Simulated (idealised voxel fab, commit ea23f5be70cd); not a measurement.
Documented hereafter: the process module known as voxel released beams.
The width of the displayed cross-section, cut, is 220 nm; its cells are square, with a size of 5 nm.
Cross-section = grid of square cells, listed top down in bands; band = one or more rows. Per band: top height and bottom height in nm, followed by the left-to-right materials and their widths in nm; "edge to edge" marks a single material spanning edge to edge, "empty" marks empty space. Heights are reckoned from 0. Under this level, the received wafer is all of one material. The bottommost band is open-ended downward, for example "0 down". Per-row width for "30..40": begins at first number (top row of band), ends at second number (bottom row), increment between rows held constant. Take "no modifications" at face value: in the step it is given for, the cross-section changed in none of its cells. Entry "Tabulated closed voids". Content: empty spaces with no open connection to the top, size 8 cells or greater. Each: width x height at distance. Distance: from left edge. Unit: nm. Heads up: the bit after the settings on a step's line is the simulator's remark on that step. What "overlay nm" on a step's line means: if the step has a mask, that mask lay this far to the right of its planned place, or, when the value is negative, to the left.
### These are the steps we planned for the process
1 op RECEIVE | material Si
2 op CONFORMAL_DEP | material SiN | thk nm 5
3 op DIRECTIONAL_DEP | material SiO2 | thk nm 10
4 op MASKED_ETCH | tone open | mask id ANCHOR | width nm 35 | etch materials SiO2 | depth nm 10 | overlay nm 0
5 op CONFORMAL_DEP | material W | thk nm 10
6 op MASKED_ETCH | tone cover | mask id BEAM | width nm 120 | etch materials W | depth nm 10 | overlay nm 0
7 op STRIP | etch materials SiO2
### Incoming wafer, cross-sectional view, post step 1
  0 down  Si edge to edge
  Tabulated closed voids: none
### Same starting wafer, same plan as above, one mistake in the execution; this is the cross-section at the end of the module
  15 to 5  50 of empty, 10 of W, 15 of empty, 10 of W, 135 of empty
  5 to 0  SiN edge to edge
  0 down  Si edge to edge
  Tabulated closed voids: none
Plan not followed: step 6 was run on a setting that differed from the plan, and what really ran there is op MASKED_ETCH | tone open | mask id BEAM | width nm 120 | etch materials W | depth nm 10 | overlay nm 0
